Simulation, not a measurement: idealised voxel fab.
Process module name: voxel ribs on slabs
In the cross-section labelled cut, the width is 270 nm and each square cell is 5 nm.
Think of the cross-section as a grid of square cells. We describe it in bands, top to bottom, and each band covers one or more rows of those cells. Look at the band entry: it leads with the top's height and the bottom's height in nm. Then it lists the materials left to right, with a width in nm for each. The word "full width" on a single material says that material fills the band edge to edge. The word "air" is empty space. The reference from which all heights are counted is 0, the level beneath which the as-received wafer is entirely one material; the lowest band, having no lower bound, proceeds downward and is written after the example "0 -> down". You'd read "30 to 40" like this: the band's top row of cells is as wide as the first number, its bottom row is as wide as the second, and going down, every row changes width by the same amount as the row before did. No cell of the cross-section changed in a step that is given as "no alteration". The list in "Entrapped voids" covers empty spaces of 8 cells or more that cannot reach the top through any open way, and it gives each as width x height at distance; the distance is from the left edge, and width, height and distance are in nm. Text after the settings on a step's line: the simulator's own remark on that step. overlay nm: on a step with a mask, how far right of its planned place the mask lay; negative means left. Read the rest as pairs. Take the cross-section before one process step, then the cross-section after it, which shows only down to the lowest band that changed. Under the pair, find the step between them and its settings. Bear in mind that pairs may come from different runs of this module on the same starting wafer: link a pair to the pair above it only where its entry headed "State before step" says to.

## State before step
0 -> down: Si full width
Entrapped voids: none

## Section After Processing
20 -> 0: SiO2 full width
Unchanged below 0.
Entrapped voids: none
What is the step between the two cross-sections above? DIRECTIONAL_DEP (material SiO2; thk nm 20)

State before step: This step starts from the configuration shown after the step in the pair immediately above.

## Section After Processing
35 -> 20: polySi full width
Unchanged below 20.
Entrapped voids: none
What is the step between the two cross-sections above? DIRECTIONAL_DEP (material polySi; thk nm 15)

State before step: This step starts from the configuration shown after the step in the pair immediately above.

## Section After Processing
35 -> 30: air 125 nm; polySi 20 nm; air 125 nm
Unchanged below 30.
Entrapped voids: none
What is the step between the two cross-sections above? MASKED_ETCH (tone cover; mask id RIB; width nm 20; etch materials polySi; depth nm 5; overlay nm 0)

State before step: This step starts from the configuration shown after the step in the pair immediately above.

## Section After Processing
45 -> 40: air 125 nm; aC 20 nm; air 125 nm
40 -> 35: aC full width
35 -> 30: aC 125 nm; polySi 20 nm; aC 125 nm
Unchanged below 30.
Entrapped voids: none
What is the step between the two cross-sections above? DIRECTIONAL_DEP (material aC; thk nm 10)

State before step: This step starts from the configuration shown after the step in the pair immediately above.

## Section After Processing
70 -> 45: air 110 nm; resist 50 nm; air 110 nm
45 -> 40: air 110 nm; resist 15 nm; aC 20 nm; resist 15 nm; air 110 nm
Unchanged below 40.
Entrapped voids: none
What is the step between the two cross-sections above? PATTERN (tone cover; mask id SLAB; material resist; width nm 50; thk nm 25; overlay nm 0)

State before step: This step starts from the configuration shown after the step in the pair immediately above.

## Section After Processing
60 -> 45: air 110 nm; resist 50 nm; air 110 nm
45 -> 40: air 110 nm; resist 15 nm; aC 20 nm; resist 15 nm; air 110 nm
40 -> 35: air 110 nm; aC 50 nm; air 110 nm
35 -> 30: air 110 nm; aC 15 nm; polySi 20 nm; aC 15 nm; air 110 nm
Unchanged below 30.
Entrapped voids: none
What is the step between the two cross-sections above? DIRECTIONAL_ETCH (etch materials aC; depth nm 10)

State before step: This step starts from the configuration shown after the step in the pair immediately above.

## Section After Processing
45 -> 35: air 125 to 110 nm; aC 20 to 50 nm; air 125 to 110 nm
Unchanged below 35.
Entrapped voids: none
What is the step between the two cross-sections above? STRIP (etch materials resist)

State before step: This step starts from the configuration shown after the step in the pair immediately above.

## Section After Processing
45 -> 35: air 125 to 110 nm; aC 20 to 50 nm; air 125 to 110 nm
35 -> 30: air 110 nm; aC 15 nm; polySi 20 nm; aC 15 nm; air 110 nm
30 -> 20: air 110 nm; polySi 50 nm; air 110 nm
Unchanged below 20.
Entrapped voids: none
What is the step between the two cross-sections above? DIRECTIONAL_ETCH (etch materials polySi; depth nm 10)

State before step: This step starts from the configuration shown after the step in the pair immediately above.

## Section After Processing
35 -> 30: air 125 nm; polySi 20 nm; air 125 nm
Unchanged below 30.
Entrapped voids: none
What is the step between the two cross-sections above? STRIP (etch materials aC)

State before step: This step starts from the configuration shown after the step in the pair immediately above.

## Section After Processing
60 -> 35: SiO2 full width
35 -> 30: SiO2 125 nm; polySi 20 nm; SiO2 125 nm
30 -> 20: SiO2 110 nm; polySi 50 nm; SiO2 110 nm
Unchanged below 20.
Entrapped voids: none
What is the step between the two cross-sections above? FILL_DEP (material SiO2; thk nm 25)

State before step: This step starts from the configuration shown after the step in the pair immediately above.

## Section After Processing
50 -> 35: SiO2 full width
Unchanged below 35.
Entrapped voids: none
What is the step between the two cross-sections above? CMP (height nm 50)

State before step: This step starts from the configuration shown after the step in the pair immediately above.

## Section After Processing
55 -> 50: W full width
Unchanged below 50.
Entrapped voids: none
What is the step between the two cross-sections above? DIRECTIONAL_DEP (material W; thk nm 5)

State before step: This step starts from the configuration shown after the step in the pair immediately above.

## Section After Processing
65 -> 55: aC full width
Unchanged below 55.
Entrapped voids: none
What is the step between the two cross-sections above? DIRECTIONAL_DEP (material aC; thk nm 10)

State before step: This step starts from the configuration shown after the step in the pair immediately above.

## Section After Processing
95 -> 65: air 120 nm; resist 30 nm; air 120 nm
Unchanged below 65.
Entrapped voids: none
What is the step between the two cross-sections above? PATTERN (tone cover; mask id HEATER; material resist; width nm 30; thk nm 30; overlay nm 0)

State before step: This step starts from the configuration shown after the step in the pair immediately above.

## Section After Processing
85 -> 65: air 120 nm; resist 30 nm; air 120 nm
65 -> 55: air 120 nm; aC 30 nm; air 120 nm
Unchanged below 55.
Entrapped voids: none
What is the step between the two cross-sections above? DIRECTIONAL_ETCH (etch materials aC; depth nm 10)

State before step: This step starts from the configuration shown after the step in the pair immediately above.

## Section After Processing
65 -> 55: air 120 nm; aC 30 nm; air 120 nm
Unchanged below 55.
Entrapped voids: none
What is the step between the two cross-sections above? STRIP (etch materials resist)

State before step: This step starts from the configuration shown after the step in the pair immediately above.

## Section After Processing
65 -> 55: air 120 nm; aC 30 nm; air 120 nm
55 -> 50: air 120 nm; W 30 nm; air 120 nm
Unchanged below 50.
Entrapped voids: none
What is the step between the two cross-sections above? DIRECTIONAL_ETCH (etch materials W; depth nm 5)

State before step: This step starts from the configuration shown after the step in the pair immediately above.

## Section After Processing
55 -> 50: air 120 nm; W 30 nm; air 120 nm
Unchanged below 50.
Entrapped voids: none
What is the step between the two cross-sections above? STRIP (etch materials aC)

State before step: This step starts from the configuration shown after the step in the pair immediately above.

## Section After Processing
65 -> 60: air 110 nm; SiN 50 nm; air 110 nm
60 -> 55: SiN full width
55 -> 50: SiN 120 nm; W 30 nm; SiN 120 nm
Unchanged below 50.
Entrapped voids: none
What is the step between the two cross-sections above? CONFORMAL_DEP (material SiN; thk nm 10)

## State before step
35 -> 20: polySi full width
20 -> 0: SiO2 full width
0 -> down: Si full width
Entrapped voids: none

## Section After Processing
50 -> 20: polySi full width
Unchanged below 20.
Entrapped voids: none
What is the step between the two cross-sections above? DIRECTIONAL_DEP (material polySi; thk nm 15)

State before step: This step starts from the configuration shown after the step in the pair immediately above.

## Section After Processing
50 -> 45: air 125 nm; polySi 20 nm; air 125 nm
Unchanged below 45.
Entrapped voids: none
What is the step between the two cross-sections above? MASKED_ETCH (tone cover; mask id RIB; width nm 20; etch materials polySi; depth nm 5; overlay nm 0)

State before step: This step starts from the configuration shown after the step in the pair immediately above.

## Section After Processing
60 -> 55: air 125 nm; aC 20 nm; air 125 nm
55 -> 50: aC full width
50 -> 45: aC 125 nm; polySi 20 nm; aC 125 nm
Unchanged below 45.
Entrapped voids: none
What is the step between the two cross-sections above? DIRECTIONAL_DEP (material aC; thk nm 10)

State before step: This step starts from the configuration shown after the step in the pair immediately above.

## Section After Processing
85 -> 60: air 110 nm; resist 50 nm; air 110 nm
60 -> 55: air 110 nm; resist 15 nm; aC 20 nm; resist 15 nm; air 110 nm
Unchanged below 55.
Entrapped voids: none
What is the step between the two cross-sections above? PATTERN (tone cover; mask id SLAB; material resist; width nm 50; thk nm 25; overlay nm 0)

State before step: This step starts from the configuration shown after the step in the pair immediately above.

## Section After Processing
75 -> 60: air 110 nm; resist 50 nm; air 110 nm
60 -> 55: air 110 nm; resist 15 nm; aC 20 nm; resist 15 nm; air 110 nm
55 -> 50: air 110 nm; aC 50 nm; air 110 nm
50 -> 45: air 110 nm; aC 15 nm; polySi 20 nm; aC 15 nm; air 110 nm
Unchanged below 45.
Entrapped voids: none
What is the step between the two cross-sections above? DIRECTIONAL_ETCH (etch materials aC; depth nm 10)

State before step: This step starts from the configuration shown after the step in the pair immediately above.

## Section After Processing
60 -> 50: air 125 to 110 nm; aC 20 to 50 nm; air 125 to 110 nm
Unchanged below 50.
Entrapped voids: none
What is the step between the two cross-sections above? STRIP (etch materials resist)

State before step: This step starts from the configuration shown after the step in the pair immediately above.

## Section After Processing
60 -> 50: air 125 to 110 nm; aC 20 to 50 nm; air 125 to 110 nm
50 -> 45: air 110 nm; aC 15 nm; polySi 20 nm; aC 15 nm; air 110 nm
45 -> 35: air 110 nm; polySi 50 nm; air 110 nm
Unchanged below 35.
Entrapped voids: none
What is the step between the two cross-sections above? DIRECTIONAL_ETCH (etch materials polySi; depth nm 10)

State before step: This step starts from the configuration shown after the step in the pair immediately above.

## Section After Processing
50 -> 45: air 125 nm; polySi 20 nm; air 125 nm
Unchanged below 45.
Entrapped voids: none
What is the step between the two cross-sections above? STRIP (etch materials aC)

State before step: This step starts from the configuration shown after the step in the pair immediately above.

## Section After Processing
75 -> 50: SiO2 full width
50 -> 45: SiO2 125 nm; polySi 20 nm; SiO2 125 nm
45 -> 35: SiO2 110 nm; polySi 50 nm; SiO2 110 nm
Unchanged below 35.
Entrapped voids: none
What is the step between the two cross-sections above? FILL_DEP (material SiO2; thk nm 25)

State before step: This step starts from the configuration shown after the step in the pair immediately above.

## Section After Processing
50 -> 45: SiO2 125 nm; polySi 20 nm; SiO2 125 nm
Unchanged below 45.
Entrapped voids: none
What is the step between the two cross-sections above? CMP (height nm 50)

State before step: This step starts from the configuration shown after the step in the pair immediately above.

## Section After Processing
55 -> 50: W full width
Unchanged below 50.
Entrapped voids: none
What is the step between the two cross-sections above? DIRECTIONAL_DEP (material W; thk nm 5)

State before step: This step starts from the configuration shown after the step in the pair immediately above.

## Section After Processing
65 -> 55: aC full width
Unchanged below 55.
Entrapped voids: none
What is the step between the two cross-sections above? DIRECTIONAL_DEP (material aC; thk nm 10)

State before step: This step starts from the configuration shown after the step in the pair immediately above.

## Section After Processing
95 -> 65: air 120 nm; resist 30 nm; air 120 nm
Unchanged below 65.
Entrapped voids: none
What is the step between the two cross-sections above? PATTERN (tone cover; mask id HEATER; material resist; width nm 30; thk nm 30; overlay nm 0)

State before step: This step starts from the configuration shown after the step in the pair immediately above.

## Section After Processing
85 -> 65: air 120 nm; resist 30 nm; air 120 nm
65 -> 55: air 120 nm; aC 30 nm; air 120 nm
Unchanged below 55.
Entrapped voids: none
What is the step between the two cross-sections above? DIRECTIONAL_ETCH (etch materials aC; depth nm 10)

State before step: This step starts from the configuration shown after the step in the pair immediately above.

## Section After Processing
65 -> 55: air 120 nm; aC 30 nm; air 120 nm
Unchanged below 55.
Entrapped voids: none
What is the step between the two cross-sections above? STRIP (etch materials resist)

State before step: This step starts from the configuration shown after the step in the pair immediately above.

## Section After Processing
65 -> 55: air 120 nm; aC 30 nm; air 120 nm
55 -> 50: air 120 nm; W 30 nm; air 120 nm
Unchanged below 50.
Entrapped voids: none
What is the step between the two cross-sections above? DIRECTIONAL_ETCH (etch materials W; depth nm 5)

State before step: This step starts from the configuration shown after the step in the pair immediately above.

## Section After Processing
55 -> 50: air 120 nm; W 30 nm; air 120 nm
Unchanged below 50.
Entrapped voids: none
What is the step between the two cross-sections above? STRIP (etch materials aC)

State before step: This step starts from the configuration shown after the step in the pair immediately above.

## Section After Processing
65 -> 60: air 110 nm; SiN 50 nm; air 110 nm
60 -> 55: SiN full width
55 -> 50: SiN 120 nm; W 30 nm; SiN 120 nm
Unchanged below 50.
Entrapped voids: none
What is the step between the two cross-sections above? CONFORMAL_DEP (material SiN; thk nm 10)

## State before step
0 -> down: Si full width
Entrapped voids: none

## Section After Processing
15 -> 0: polySi full width
Unchanged below 0.
Entrapped voids: none
What is the step between the two cross-sections above? DIRECTIONAL_DEP (material polySi; thk nm 15)

State before step: This step starts from the configuration shown after the step in the pair immediately above.

## Section After Processing
35 -> 15: SiO2 full width
Unchanged below 15.
Entrapped voids: none
What is the step between the two cross-sections above? DIRECTIONAL_DEP (material SiO2; thk nm 20)

State before step: This step starts from the configuration shown after the step in the pair immediately above.

## Section After Processing
45 -> 35: aC full width
Unchanged below 35.
Entrapped voids: none
What is the step between the two cross-sections above? DIRECTIONAL_DEP (material aC; thk nm 10)

State before step: This step starts from the configuration shown after the step in the pair immediately above.

## Section After Processing
70 -> 45: air 110 nm; resist 50 nm; air 110 nm
Unchanged below 45.
Entrapped voids: none
What is the step between the two cross-sections above? PATTERN (tone cover; mask id SLAB; material resist; width nm 50; thk nm 25; overlay nm 0)

State before step: This step starts from the configuration shown after the step in the pair immediately above.

## Section After Processing
60 -> 45: air 110 nm; resist 50 nm; air 110 nm
45 -> 35: air 110 nm; aC 50 nm; air 110 nm
Unchanged below 35.
Entrapped voids: none
What is the step between the two cross-sections above? DIRECTIONAL_ETCH (etch materials aC; depth nm 10)

State before step: This step starts from the configuration shown after the step in the pair immediately above.

## Section After Processing
45 -> 35: air 110 nm; aC 50 nm; air 110 nm
Unchanged below 35.
Entrapped voids: none
What is the step between the two cross-sections above? STRIP (etch materials resist)

State before step: This step starts from the configuration shown after the step in the pair immediately above.

## Section After Processing
35 -> 15: SiO2 full width
Unchanged below 15.
Entrapped voids: none
What is the step between the two cross-sections above? STRIP (etch materials aC)

State before step: This step starts from the configuration shown after the step in the pair immediately above.

## Section After Processing
60 -> 15: SiO2 full width
Unchanged below 15.
Entrapped voids: none
What is the step between the two cross-sections above? FILL_DEP (material SiO2; thk nm 25)

State before step: This step starts from the configuration shown after the step in the pair immediately above.

## Section After Processing
50 -> 15: SiO2 full width
Unchanged below 15.
Entrapped voids: none
What is the step between the two cross-sections above? CMP (height nm 50)

State before step: This step starts from the configuration shown after the step in the pair immediately above.

## Section After Processing
55 -> 50: W full width
Unchanged below 50.
Entrapped voids: none
What is the step between the two cross-sections above? DIRECTIONAL_DEP (material W; thk nm 5)

State before step: This step starts from the configuration shown after the step in the pair immediately above.

## Section After Processing
65 -> 55: aC full width
Unchanged below 55.
Entrapped voids: none
What is the step between the two cross-sections above? DIRECTIONAL_DEP (material aC; thk nm 10)

State before step: This step starts from the configuration shown after the step in the pair immediately above.

## Section After Processing
95 -> 65: air 120 nm; resist 30 nm; air 120 nm
Unchanged below 65.
Entrapped voids: none
What is the step between the two cross-sections above? PATTERN (tone cover; mask id HEATER; material resist; width nm 30; thk nm 30; overlay nm 0)

State before step: This step starts from the configuration shown after the step in the pair immediately above.

## Section After Processing
85 -> 65: air 120 nm; resist 30 nm; air 120 nm
65 -> 55: air 120 nm; aC 30 nm; air 120 nm
Unchanged below 55.
Entrapped voids: none
What is the step between the two cross-sections above? DIRECTIONAL_ETCH (etch materials aC; depth nm 10)

State before step: This step starts from the configuration shown after the step in the pair immediately above.

## Section After Processing
65 -> 55: air 120 nm; aC 30 nm; air 120 nm
Unchanged below 55.
Entrapped voids: none
What is the step between the two cross-sections above? STRIP (etch materials resist)

State before step: This step starts from the configuration shown after the step in the pair immediately above.

## Section After Processing
65 -> 55: air 120 nm; aC 30 nm; air 120 nm
55 -> 50: air 120 nm; W 30 nm; air 120 nm
Unchanged below 50.
Entrapped voids: none
What is the step between the two cross-sections above? DIRECTIONAL_ETCH (etch materials W; depth nm 5)

State before step: This step starts from the configuration shown after the step in the pair immediately above.

## Section After Processing
55 -> 50: air 120 nm; W 30 nm; air 120 nm
Unchanged below 50.
Entrapped voids: none
What is the step between the two cross-sections above? STRIP (etch materials aC)

State before step: This step starts from the configuration shown after the step in the pair immediately above.

## Section After Processing
65 -> 60: air 110 nm; SiN 50 nm; air 110 nm
60 -> 55: SiN full width
55 -> 50: SiN 120 nm; W 30 nm; SiN 120 nm
Unchanged below 50.
Entrapped voids: none
What is the step between the two cross-sections above? CONFORMAL_DEP (material SiN; thk nm 10)

## State before step
55 -> 50: air 120 nm; W 30 nm; air 120 nm
50 -> 35: SiO2 full width
35 -> 30: SiO2 125 nm; polySi 20 nm; SiO2 125 nm
30 -> 20: SiO2 110 nm; polySi 50 nm; SiO2 110 nm
20 -> 0: SiO2 full width
0 -> down: Si full width
Entrapped voids: none

## Section After Processing
60 -> 55: air 115 nm; SiN 40 nm; air 115 nm
55 -> 50: SiN 120 nm; W 30 nm; SiN 120 nm
Unchanged below 50.
Entrapped voids: none
What is the step between the two cross-sections above? CONFORMAL_DEP (material SiN; thk nm 5)

## State before step
65 -> 55: aC full width
55 -> 50: W full width
50 -> 35: SiO2 full width
35 -> 30: SiO2 125 nm; polySi 20 nm; SiO2 125 nm
30 -> 20: SiO2 110 nm; polySi 50 nm; SiO2 110 nm
20 -> 0: SiO2 full width
0 -> down: Si full width
Entrapped voids: none

## Section After Processing
95 -> 65: air 125 nm; resist 20 nm; air 125 nm
Unchanged below 65.
Entrapped voids: none
What is the step between the two cross-sections above? PATTERN (tone cover; mask id HEATER; material resist; width nm 20; thk nm 30; overlay nm 0)

State before step: This step starts from the configuration shown after the step in the pair immediately above.

## Section After Processing
85 -> 65: air 125 nm; resist 20 nm; air 125 nm
65 -> 55: air 125 nm; aC 20 nm; air 125 nm
Unchanged below 55.
Entrapped voids: none
What is the step between the two cross-sections above? DIRECTIONAL_ETCH (etch materials aC; depth nm 10)

State before step: This step starts from the configuration shown after the step in the pair immediately above.

## Section After Processing
65 -> 55: air 125 nm; aC 20 nm; air 125 nm
Unchanged below 55.
Entrapped voids: none
What is the step between the two cross-sections above? STRIP (etch materials resist)

State before step: This step starts from the configuration shown after the step in the pair immediately above.

## Section After Processing
65 -> 55: air 125 nm; aC 20 nm; air 125 nm
55 -> 50: air 125 nm; W 20 nm; air 125 nm
Unchanged below 50.
Entrapped voids: none
What is the step between the two cross-sections above? DIRECTIONAL_ETCH (etch materials W; depth nm 5)

State before step: This step starts from the configuration shown after the step in the pair immediately above.

## Section After Processing
55 -> 50: air 125 nm; W 20 nm; air 125 nm
Unchanged below 50.
Entrapped voids: none
What is the step between the two cross-sections above? STRIP (etch materials aC)

State before step: This step starts from the configuration shown after the step in the pair immediately above.

## Section After Processing
65 -> 60: air 115 nm; SiN 40 nm; air 115 nm
60 -> 55: SiN full width
55 -> 50: SiN 125 nm; W 20 nm; SiN 125 nm
Unchanged below 50.
Entrapped voids: none
What is the step between the two cross-sections above? CONFORMAL_DEP (material SiN; thk nm 10)

## State before step
35 -> 20: polySi full width
20 -> 0: SiO2 full width
0 -> down: Si full width
Entrapped voids: none

## Section After Processing
35 -> 30: air 130 nm; polySi 20 nm; air 120 nm
Unchanged below 30.
Entrapped voids: none
What is the step between the two cross-sections above? MASKED_ETCH (tone cover; mask id RIB; width nm 20; etch materials polySi; depth nm 5; overlay nm 5)

State before step: This step starts from the configuration shown after the step in the pair immediately above.

## Section After Processing
45 -> 40: air 130 nm; aC 20 nm; air 120 nm
40 -> 35: aC full width
35 -> 30: aC 130 nm; polySi 20 nm; aC 120 nm
Unchanged below 30.
Entrapped voids: none
What is the step between the two cross-sections above? DIRECTIONAL_DEP (material aC; thk nm 10)

State before step: This step starts from the configuration shown after the step in the pair immediately above.

## Section After Processing
70 -> 45: air 110 nm; resist 50 nm; air 110 nm
45 -> 40: air 110 nm; resist 20 nm; aC 20 nm; resist 10 nm; air 110 nm
Unchanged below 40.
Entrapped voids: none
What is the step between the two cross-sections above? PATTERN (tone cover; mask id SLAB; material resist; width nm 50; thk nm 25; overlay nm 0)

State before step: This step starts from the configuration shown after the step in the pair immediately above.

## Section After Processing
60 -> 45: air 110 nm; resist 50 nm; air 110 nm
45 -> 40: air 110 nm; resist 20 nm; aC 20 nm; resist 10 nm; air 110 nm
40 -> 35: air 110 nm; aC 50 nm; air 110 nm
35 -> 30: air 110 nm; aC 20 nm; polySi 20 nm; aC 10 nm; air 110 nm
Unchanged below 30.
Entrapped voids: none
What is the step between the two cross-sections above? DIRECTIONAL_ETCH (etch materials aC; depth nm 10)

State before step: This step starts from the configuration shown after the step in the pair immediately above.

## Section After Processing
45 -> 35: air 130 to 110 nm; aC 20 to 50 nm; air 120 to 110 nm
Unchanged below 35.
Entrapped voids: none
What is the step between the two cross-sections above? STRIP (etch materials resist)

State before step: This step starts from the configuration shown after the step in the pair immediately above.

## Section After Processing
45 -> 35: air 130 to 110 nm; aC 20 to 50 nm; air 120 to 110 nm
35 -> 30: air 110 nm; aC 20 nm; polySi 20 nm; aC 10 nm; air 110 nm
30 -> 20: air 110 nm; polySi 50 nm; air 110 nm
Unchanged below 20.
Entrapped voids: none
What is the step between the two cross-sections above? DIRECTIONAL_ETCH (etch materials polySi; depth nm 10)

State before step: This step starts from the configuration shown after the step in the pair immediately above.

## Section After Processing
35 -> 30: air 130 nm; polySi 20 nm; air 120 nm
Unchanged below 30.
Entrapped voids: none
What is the step between the two cross-sections above? STRIP (etch materials aC)

State before step: This step starts from the configuration shown after the step in the pair immediately above.

## Section After Processing
60 -> 35: SiO2 full width
35 -> 30: SiO2 130 nm; polySi 20 nm; SiO2 120 nm
30 -> 20: SiO2 110 nm; polySi 50 nm; SiO2 110 nm
Unchanged below 20.
Entrapped voids: none
What is the step between the two cross-sections above? FILL_DEP (material SiO2; thk nm 25)

State before step: This step starts from the configuration shown after the step in the pair immediately above.

## Section After Processing
50 -> 35: SiO2 full width
Unchanged below 35.
Entrapped voids: none
What is the step between the two cross-sections above? CMP (height nm 50)

State before step: This step starts from the configuration shown after the step in the pair immediately above.

## Section After Processing
55 -> 50: W full width
Unchanged below 50.
Entrapped voids: none
What is the step between the two cross-sections above? DIRECTIONAL_DEP (material W; thk nm 5)

State before step: This step starts from the configuration shown after the step in the pair immediately above.

## Section After Processing
65 -> 55: aC full width
Unchanged below 55.
Entrapped voids: none
What is the step between the two cross-sections above? DIRECTIONAL_DEP (material aC; thk nm 10)

State before step: This step starts from the configuration shown after the step in the pair immediately above.

## Section After Processing
95 -> 65: air 120 nm; resist 30 nm; air 120 nm
Unchanged below 65.
Entrapped voids: none
What is the step between the two cross-sections above? PATTERN (tone cover; mask id HEATER; material resist; width nm 30; thk nm 30; overlay nm 0)

State before step: This step starts from the configuration shown after the step in the pair immediately above.

## Section After Processing
85 -> 65: air 120 nm; resist 30 nm; air 120 nm
65 -> 55: air 120 nm; aC 30 nm; air 120 nm
Unchanged below 55.
Entrapped voids: none
What is the step between the two cross-sections above? DIRECTIONAL_ETCH (etch materials aC; depth nm 10)

State before step: This step starts from the configuration shown after the step in the pair immediately above.

## Section After Processing
65 -> 55: air 120 nm; aC 30 nm; air 120 nm
Unchanged below 55.
Entrapped voids: none
What is the step between the two cross-sections above? STRIP (etch materials resist)

State before step: This step starts from the configuration shown after the step in the pair immediately above.

## Section After Processing
65 -> 55: air 120 nm; aC 30 nm; air 120 nm
55 -> 50: air 120 nm; W 30 nm; air 120 nm
Unchanged below 50.
Entrapped voids: none
What is the step between the two cross-sections above? DIRECTIONAL_ETCH (etch materials W; depth nm 5)

State before step: This step starts from the configuration shown after the step in the pair immediately above.

## Section After Processing
55 -> 50: air 120 nm; W 30 nm; air 120 nm
Unchanged below 50.
Entrapped voids: none
What is the step between the two cross-sections above? STRIP (etch materials aC)

State before step: This step starts from the configuration shown after the step in the pair immediately above.

## Section After Processing
65 -> 60: air 110 nm; SiN 50 nm; air 110 nm
60 -> 55: SiN full width
55 -> 50: SiN 120 nm; W 30 nm; SiN 120 nm
Unchanged below 50.
Entrapped voids: none
What is the step between the two cross-sections above? CONFORMAL_DEP (material SiN; thk nm 10)

## State before step
20 -> 0: SiO2 full width
0 -> down: Si full width
Entrapped voids: none

## Section After Processing
35 -> 20: SiN full width
Unchanged below 20.
Entrapped voids: none
What is the step between the two cross-sections above? DIRECTIONAL_DEP (material SiN; thk nm 15)

State before step: This step starts from the configuration shown after the step in the pair immediately above.

## Section After Processing
45 -> 35: aC full width
Unchanged below 35.
Entrapped voids: none
What is the step between the two cross-sections above? DIRECTIONAL_DEP (material aC; thk nm 10)

State before step: This step starts from the configuration shown after the step in the pair immediately above.

## Section After Processing
70 -> 45: air 110 nm; resist 50 nm; air 110 nm
Unchanged below 45.
Entrapped voids: none
What is the step between the two cross-sections above? PATTERN (tone cover; mask id SLAB; material resist; width nm 50; thk nm 25; overlay nm 0)

State before step: This step starts from the configuration shown after the step in the pair immediately above.

## Section After Processing
60 -> 45: air 110 nm; resist 50 nm; air 110 nm
45 -> 35: air 110 nm; aC 50 nm; air 110 nm
Unchanged below 35.
Entrapped voids: none
What is the step between the two cross-sections above? DIRECTIONAL_ETCH (etch materials aC; depth nm 10)

State before step: This step starts from the configuration shown after the step in the pair immediately above.

## Section After Processing
45 -> 35: air 110 nm; aC 50 nm; air 110 nm
Unchanged below 35.
Entrapped voids: none
What is the step between the two cross-sections above? STRIP (etch materials resist)

State before step: This step starts from the configuration shown after the step in the pair immediately above.

## Section After Processing
35 -> 20: SiN full width
Unchanged below 20.
Entrapped voids: none
What is the step between the two cross-sections above? STRIP (etch materials aC)

State before step: This step starts from the configuration shown after the step in the pair immediately above.

## Section After Processing
60 -> 35: SiO2 full width
Unchanged below 35.
Entrapped voids: none
What is the step between the two cross-sections above? FILL_DEP (material SiO2; thk nm 25)

State before step: This step starts from the configuration shown after the step in the pair immediately above.

## Section After Processing
50 -> 35: SiO2 full width
Unchanged below 35.
Entrapped voids: none
What is the step between the two cross-sections above? CMP (height nm 50)

State before step: This step starts from the configuration shown after the step in the pair immediately above.

## Section After Processing
55 -> 50: W full width
Unchanged below 50.
Entrapped voids: none
What is the step between the two cross-sections above? DIRECTIONAL_DEP (material W; thk nm 5)

State before step: This step starts from the configuration shown after the step in the pair immediately above.

## Section After Processing
65 -> 55: aC full width
Unchanged below 55.
Entrapped voids: none
What is the step between the two cross-sections above? DIRECTIONAL_DEP (material aC; thk nm 10)

State before step: This step starts from the configuration shown after the step in the pair immediately above.

## Section After Processing
95 -> 65: air 120 nm; resist 30 nm; air 120 nm
Unchanged below 65.
Entrapped voids: none
What is the step between the two cross-sections above? PATTERN (tone cover; mask id HEATER; material resist; width nm 30; thk nm 30; overlay nm 0)

State before step: This step starts from the configuration shown after the step in the pair immediately above.

## Section After Processing
85 -> 65: air 120 nm; resist 30 nm; air 120 nm
65 -> 55: air 120 nm; aC 30 nm; air 120 nm
Unchanged below 55.
Entrapped voids: none
What is the step between the two cross-sections above? DIRECTIONAL_ETCH (etch materials aC; depth nm 10)

State before step: This step starts from the configuration shown after the step in the pair immediately above.

## Section After Processing
65 -> 55: air 120 nm; aC 30 nm; air 120 nm
Unchanged below 55.
Entrapped voids: none
What is the step between the two cross-sections above? STRIP (etch materials resist)

State before step: This step starts from the configuration shown after the step in the pair immediately above.

## Section After Processing
65 -> 55: air 120 nm; aC 30 nm; air 120 nm
55 -> 50: air 120 nm; W 30 nm; air 120 nm
Unchanged below 50.
Entrapped voids: none
What is the step between the two cross-sections above? DIRECTIONAL_ETCH (etch materials W; depth nm 5)

State before step: This step starts from the configuration shown after the step in the pair immediately above.

## Section After Processing
55 -> 50: air 120 nm; W 30 nm; air 120 nm
Unchanged below 50.
Entrapped voids: none
What is the step between the two cross-sections above? STRIP (etch materials aC)

State before step: This step starts from the configuration shown after the step in the pair immediately above.

## Section After Processing
65 -> 60: air 110 nm; SiN 50 nm; air 110 nm
60 -> 55: SiN full width
55 -> 50: SiN 120 nm; W 30 nm; SiN 120 nm
Unchanged below 50.
Entrapped voids: none
What is the step between the two cross-sections above? CONFORMAL_DEP (material SiN; thk nm 10)

## State before step
45 -> 40: air 125 nm; aC 20 nm; air 125 nm
40 -> 35: aC full width
35 -> 30: aC 125 nm; polySi 20 nm; aC 125 nm
30 -> 20: polySi full width
20 -> 0: SiO2 full width
0 -> down: Si full width
Entrapped voids: none

## Section After Processing
70 -> 45: resist 110 nm; air 50 nm; resist 110 nm
45 -> 40: resist 110 nm; air 15 nm; aC 20 nm; air 15 nm; resist 110 nm
Unchanged below 40.
Entrapped voids: none
What is the step between the two cross-sections above? PATTERN (tone open; mask id SLAB; material resist; width nm 50; thk nm 25; overlay nm 0)

State before step: This step starts from the configuration shown after the step in the pair immediately above.

## Section After Processing
60 -> 40: resist 110 nm; air 50 nm; resist 110 nm
40 -> 35: aC 110 nm; air 50 nm; aC 110 nm
35 -> 30: aC 110 nm; air 15 nm; polySi 20 nm; air 15 nm; aC 110 nm
Unchanged below 30.
Entrapped voids: none
What is the step between the two cross-sections above? DIRECTIONAL_ETCH (etch materials aC; depth nm 10)

State before step: This step starts from the configuration shown after the step in the pair immediately above.

## Section After Processing
40 -> 35: aC 110 nm; air 50 nm; aC 110 nm
Unchanged below 35.
Entrapped voids: none
What is the step between the two cross-sections above? STRIP (etch materials resist)

State before step: This step starts from the configuration shown after the step in the pair immediately above.

## Section After Processing
40 -> 30: aC 110 nm; air 50 nm; aC 110 nm
30 -> 25: polySi 110 nm; air 50 nm; polySi 110 nm
25 -> 20: polySi 110 nm; air 15 nm; polySi 20 nm; air 15 nm; polySi 110 nm
Unchanged below 20.
Entrapped voids: none
What is the step between the two cross-sections above? DIRECTIONAL_ETCH (etch materials polySi; depth nm 10)

State before step: This step starts from the configuration shown after the step in the pair immediately above.

## Section After Processing
30 -> 25: polySi 110 nm; air 50 nm; polySi 110 nm
Unchanged below 25.
Entrapped voids: none
What is the step between the two cross-sections above? STRIP (etch materials aC)

State before step: This step starts from the configuration shown after the step in the pair immediately above.

## Section After Processing
55 -> 30: SiO2 full width
30 -> 25: polySi 110 nm; SiO2 50 nm; polySi 110 nm
25 -> 20: polySi 110 nm; SiO2 15 nm; polySi 20 nm; SiO2 15 nm; polySi 110 nm
Unchanged below 20.
Entrapped voids: none
What is the step between the two cross-sections above? FILL_DEP (material SiO2; thk nm 25)
